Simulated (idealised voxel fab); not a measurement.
process module | voxel transistor to metal
cross-section cut | 180 nm wide | cells 5 nm
A cross-section is a grid of square cells, given in bands from the top down. A band is one or more rows of cells.
Each band's line starts with the height of the band's top and of its bottom, in nm. Then come its materials from left to right, each with its width in nm. One material with "throughout" fills the band from edge to edge. "air" is empty space.
Height 0 is the level under which the wafer as received is all one material. The lowest band goes on downwards, as in "0 down".
A width such as "30 to 40" changes by the same amount from each row of cells to the next, from the band's top row to its bottom row.
"no change" after a step means that no cell of the cross-section changed.
closed voids: empty space of 8 cells or more with no open way to the top, each as width x height at its distance from the left edge, in nm
after a step's settings: what the simulator itself notes on the step
overlay nm, on a step with a mask: how far to the right of its planned place the mask lay; to the left if negative
Each pair below shows a cross-section before one step and the cross-section after it, down to the lowest band that changed. The line under each pair gives the step between them, with its settings. The pairs can come from different runs of this module on the same starting wafer, so a pair continues from the pair above only where its "before" says so.
before
  35 to 25: SiCN 30 to 75 | SiN 10 | air 95 to 5 | SiN 10 | SiCN 35 to 80
  25 to 20: polySi 30 | SiCN 45 | SiN 10 | air 5 | SiN 10 | SiCN 45 | polySi 35
  20 to 5: polySi 75 | SiN 10 | air 5 | SiN 10 | polySi 80
  5 to 0: SiO2 30 | polySi 45 | SiN 10 | air 5 | SiN 10 | polySi 45 | SiO2 35
  0 to -5: SiO2 throughout
  -5 to -25: SiO2 40 | Si 95 | SiO2 45
  -25 down: Si throughout
  closed voids: none
after
  35 to 25: SiCN 30 to 75 | SiN 10 | air 95 to 5 | SiN 10 | SiCN 35 to 80
  25 to 20: polySi 30 | SiCN 45 | SiN 10 | air 5 | SiN 10 | SiCN 45 | polySi 35
  20 to 5: polySi 75 | SiN 10 | air 5 | SiN 10 | polySi 80
  5 to 0: SiO2 30 | polySi 45 | SiN 10 | air 5 | SiN 10 | polySi 45 | SiO2 35
  0 to -5: SiO2 85 | air 5 | SiO2 90
  below -5: unchanged
  closed voids: none
the step between: op DIRECTIONAL_ETCH | etch materials SiO2 | depth nm 5
before: the cross-section after the pair above
after
  35 to 25: SiCN 30 to 75 | SiN 10 | air 95 to 5 | SiN 10 | SiCN 35 to 80
  25 to 20: polySi 30 | SiCN 45 | SiN 10 | air 5 | SiN 10 | SiCN 45 | polySi 35
  20 to 5: polySi 75 | SiN 10 | air 5 | SiN 10 | polySi 80
  5 to 0: SiO2 30 | polySi 45 | SiN 10 | air 5 | SiN 10 | polySi 45 | SiO2 35
  0 to -5: SiO2 85 | air 5 | SiO2 90
  -5 to -15: SiO2 40 | Si 45 | air 5 | Si 45 | SiO2 45
  below -15: unchanged
  closed voids: none
the step between: op DIRECTIONAL_ETCH | etch materials Si | depth nm 10
before: the cross-section after the pair above
after
  35 to 25: SiCN 30 to 75 | SiN 10 | air 95 to 5 | SiN 10 | SiCN 35 to 80
  25 to 20: polySi 30 | SiCN 45 | SiN 10 | air 5 | SiN 10 | SiCN 45 | polySi 35
  20 to 5: polySi 75 | SiN 10 | air 5 | SiN 10 | polySi 80
  5 to 0: SiO2 30 | polySi 45 | SiN 10 | nSi 5 | SiN 10 | polySi 45 | SiO2 35
  0 to -5: SiO2 85 | nSi 5 | SiO2 90
  -5 to -15: SiO2 40 | Si 45 | nSi 5 | Si 45 | SiO2 45
  below -15: unchanged
  closed voids: none
the step between: op EPI | material nSi | thk nm 10
before: the cross-section after the pair above
after
  45 to 35: SiO2 throughout
  35 to 25: SiCN 30 to 75 | SiN 10 | SiO2 95 to 5 | SiN 10 | SiCN 35 to 80
  25 to 20: polySi 30 | SiCN 45 | SiN 10 | SiO2 5 | SiN 10 | SiCN 45 | polySi 35
  20 to 5: polySi 75 | SiN 10 | SiO2 5 | SiN 10 | polySi 80
  below 5: unchanged
  closed voids: none
the step between: op FILL_DEP | material SiO2 | thk nm 10
before: the cross-section after the pair above
after
  30 to 25: SiCN 75 | SiN 10 | SiO2 5 | SiN 10 | SiCN 80
  below 25: unchanged
  closed voids: none
the step between: op CMP | height nm 30
before: the cross-section after the pair above
after
  40 to 30: SiO2 throughout
  below 30: unchanged
  closed voids: none
the step between: op DIRECTIONAL_DEP | material SiO2 | thk nm 10
before: the cross-section after the pair above
after
  55 to 40: aC throughout
  below 40: unchanged
  closed voids: none
the step between: op DIRECTIONAL_DEP | material aC | thk nm 15
before: the cross-section after the pair above
after
  90 to 55: resist 45 | air 25 | resist 35 | air 25 | resist 50
  below 55: unchanged
  closed voids: none
the step between: op PATTERN | tone open | mask id CONTACT | material resist | width nm 25 | pitch nm 60 | thk nm 35 | overlay nm 0
before: the cross-section after the pair above
after
  75 to 55: resist 45 | air 25 | resist 35 | air 25 | resist 50
  55 to 40: aC 45 | air 25 | aC 35 | air 25 | aC 50
  below 40: unchanged
  closed voids: none
the step between: op DIRECTIONAL_ETCH | etch materials aC | depth nm 15
before: the cross-section after the pair above
after
  55 to 40: aC 45 | air 25 | aC 35 | air 25 | aC 50
  below 40: unchanged
  closed voids: none
the step between: op STRIP | etch materials resist
before: the cross-section after the pair above
after
  55 to 40: aC 45 | air 25 | aC 35 | air 25 | aC 50
  40 to 30: SiO2 45 | air 25 | SiO2 35 | air 25 | SiO2 50
  below 30: unchanged
  closed voids: none
the step between: op DIRECTIONAL_ETCH | etch materials SiO2 | depth nm 45
before: the cross-section after the pair above
after
  40 to 30: SiO2 45 | air 25 | SiO2 35 | air 25 | SiO2 50
  below 30: unchanged
  closed voids: none
the step between: op STRIP | etch materials aC
before: the cross-section after the pair above
after
  45 to 40: TiN 50 | air 15 | TiN 45 | air 15 | TiN 55
  40 to 35: SiO2 45 | TiN 5 | air 15 | TiN 5 | SiO2 35 | TiN 5 | air 15 | TiN 5 | SiO2 50
  35 to 30: SiO2 45 | TiN 25 | SiO2 35 | TiN 25 | SiO2 50
  below 30: unchanged
  closed voids: none
the step between: op CONFORMAL_DEP | material TiN | thk nm 5
before: the cross-section after the pair above
after
  55 to 45: Ru throughout
  45 to 40: TiN 50 | Ru 15 | TiN 45 | Ru 15 | TiN 55
  40 to 35: SiO2 45 | TiN 5 | Ru 15 | TiN 5 | SiO2 35 | TiN 5 | Ru 15 | TiN 5 | SiO2 50
  below 35: unchanged
  closed voids: none
the step between: op FILL_DEP | material Ru | thk nm 10
before: the cross-section after the pair above
after
  40 to 35: SiO2 45 | TiN 5 | Ru 15 | TiN 5 | SiO2 35 | TiN 5 | Ru 15 | TiN 5 | SiO2 50
  below 35: unchanged
  closed voids: none
the step between: op CMP | height nm 40
before: the cross-section after the pair above
after
  45 to 40: TiN throughout
  below 40: unchanged
  closed voids: none
the step between: op DIRECTIONAL_DEP | material TiN | thk nm 5
before: the cross-section after the pair above
after
  70 to 45: W throughout
  below 45: unchanged
  closed voids: none
the step between: op DIRECTIONAL_DEP | material W | thk nm 25
before: the cross-section after the pair above
after
  85 to 70: aC throughout
  below 70: unchanged
  closed voids: none
the step between: op DIRECTIONAL_DEP | material aC | thk nm 15
before: the cross-section after the pair above
after
  120 to 85: air 45 | resist 15 | air 55 | resist 15 | air 50
  below 85: unchanged
  closed voids: none
the step between: op PATTERN | tone cover | mask id METAL_1 | material resist | width nm 15 | pitch nm 70 | thk nm 35 | overlay nm 0
before: the cross-section after the pair above
after
  105 to 85: air 45 | resist 15 | air 55 | resist 15 | air 50
  85 to 70: air 45 | aC 15 | air 55 | aC 15 | air 50
  below 70: unchanged
  closed voids: none
the step between: op DIRECTIONAL_ETCH | etch materials aC | depth nm 15
before: the cross-section after the pair above
after
  85 to 70: air 45 | aC 15 | air 55 | aC 15 | air 50
  below 70: unchanged
  closed voids: none
the step between: op STRIP | etch materials resist
before: the cross-section after the pair above
after
  85 to 70: air 45 | aC 15 | air 55 | aC 15 | air 50
  70 to 45: air 45 | W 15 | air 55 | W 15 | air 50
  below 45: unchanged
  closed voids: none
the step between: op DIRECTIONAL_ETCH | etch materials W | depth nm 25
before: the cross-section after the pair above
after
  85 to 70: air 45 | aC 15 | air 55 | aC 15 | air 50
  70 to 45: air 45 | W 15 | air 55 | W 15 | air 50
  45 to 40: air 45 | TiN 15 | air 55 | TiN 15 | air 50
  below 40: unchanged
  closed voids: none
the step between: op DIRECTIONAL_ETCH | etch materials TiN | depth nm 5
before: the cross-section after the pair above
after
  70 to 45: air 45 | W 15 | air 55 | W 15 | air 50
  below 45: unchanged
  closed voids: none
the step between: op STRIP | etch materials aC
before: the cross-section after the pair above
after
  75 to 70: air 40 | SiN 25 | air 45 | SiN 25 | air 45
  70 to 45: air 40 | SiN 5 | W 15 | SiN 5 | air 45 | SiN 5 | W 15 | SiN 5 | air 45
  45 to 40: SiN 45 | TiN 15 | SiN 55 | TiN 15 | SiN 50
  below 40: unchanged
  closed voids: none
the step between: op CONFORMAL_DEP | material SiN | thk nm 5
before: the cross-section after the pair above
after
  85 to 75: lowk throughout
  75 to 70: lowk 40 | SiN 25 | lowk 45 | SiN 25 | lowk 45
  70 to 45: lowk 40 | SiN 5 | W 15 | SiN 5 | lowk 45 | SiN 5 | W 15 | SiN 5 | lowk 45
  below 45: unchanged
  closed voids: none
the step between: op FILL_DEP | material lowk | thk nm 10
before: the cross-section after the pair above
after
  70 to 45: lowk 40 | SiN 5 | W 15 | SiN 5 | lowk 45 | SiN 5 | W 15 | SiN 5 | lowk 45
  below 45: unchanged
  closed voids: none
the step between: op CMP | height nm 70
before: the cross-section after the pair above
after
  75 to 70: SiCN throughout
  below 70: unchanged
  closed voids: none
the step between: op CONFORMAL_DEP | material SiCN | thk nm 5
before: the cross-section after the pair above
after
  105 to 75: lowk throughout
  below 75: unchanged
  closed voids: none
the step between: op DIRECTIONAL_DEP | material lowk | thk nm 30
before: the cross-section after the pair above
after
  120 to 105: aC throughout
  below 105: unchanged
  closed voids: none
the step between: op DIRECTIONAL_DEP | material aC | thk nm 15
before: the cross-section after the pair above
after
  155 to 120: resist 45 | air 15 | resist 55 | air 15 | resist 50
  below 120: unchanged
  closed voids: none
the step between: op PATTERN | tone open | mask id METAL_2 | material resist | width nm 15 | pitch nm 70 | thk nm 35 | overlay nm 0
before: the cross-section after the pair above
after
  140 to 120: resist 45 | air 15 | resist 55 | air 15 | resist 50
  120 to 105: aC 45 | air 15 | aC 55 | air 15 | aC 50
  below 105: unchanged
  closed voids: none
the step between: op DIRECTIONAL_ETCH | etch materials aC | depth nm 15
before: the cross-section after the pair above
after
  120 to 105: aC 45 | air 15 | aC 55 | air 15 | aC 50
  below 105: unchanged
  closed voids: none
the step between: op STRIP | etch materials resist
before: the cross-section after the pair above
after
  120 to 105: aC 45 | air 15 | aC 55 | air 15 | aC 50
  105 to 90: lowk 45 | air 15 | lowk 55 | air 15 | lowk 50
  below 90: unchanged
  closed voids: none
the step between: op DIRECTIONAL_ETCH | etch materials lowk | depth nm 15
before: the cross-section after the pair above
after
  105 to 90: lowk 45 | air 15 | lowk 55 | air 15 | lowk 50
  below 90: unchanged
  closed voids: none
the step between: op STRIP | etch materials aC
before: the cross-section after the pair above
after
  105 to 75: lowk 45 | air 15 | lowk 55 | air 15 | lowk 50
  below 75: unchanged
  closed voids: none
the step between: op MASKED_ETCH | tone open | mask id METAL_2_HOLES | width nm 15 | pitch nm 70 | etch materials lowk | depth nm 15 | overlay nm 0
before: the cross-section after the pair above
after
  105 to 75: lowk 45 | air 15 | lowk 55 | air 15 | lowk 50
  75 to 70: SiCN 45 | air 15 | SiCN 55 | air 15 | SiCN 50
  below 70: unchanged
  closed voids: none
the step between: op MASKED_ETCH | tone open | mask id METAL_2_HOLES | width nm 15 | pitch nm 70 | etch materials SiCN | depth nm 5 | overlay nm 0
before: the cross-section after the pair above
after
  110 to 105: TiN 50 | air 5 | TiN 65 | air 5 | TiN 55
  105 to 75: lowk 45 | TiN 5 | air 5 | TiN 5 | lowk 55 | TiN 5 | air 5 | TiN 5 | lowk 50
  75 to 70: SiCN 45 | TiN 15 | SiCN 55 | TiN 15 | SiCN 50
  below 70: unchanged
  closed voids: none
the step between: op CONFORMAL_DEP | material TiN | thk nm 5
before: the cross-section after the pair above
after
  120 to 110: Cu throughout
  110 to 105: TiN 50 | Cu 5 | TiN 65 | Cu 5 | TiN 55
  105 to 75: lowk 45 | TiN 5 | Cu 5 | TiN 5 | lowk 55 | TiN 5 | Cu 5 | TiN 5 | lowk 50
  below 75: unchanged
  closed voids: none
the step between: op FILL_DEP | material Cu | thk nm 10
before: the cross-section after the pair above
after
  105 to 75: lowk 45 | TiN 5 | Cu 5 | TiN 5 | lowk 55 | TiN 5 | Cu 5 | TiN 5 | lowk 50
  below 75: unchanged
  closed voids: none
the step between: op CMP | height nm 105
before: the cross-section after the pair above
after
  110 to 105: SiCN throughout
  below 105: unchanged
  closed voids: none
the step between: op CONFORMAL_DEP | material SiCN | thk nm 5
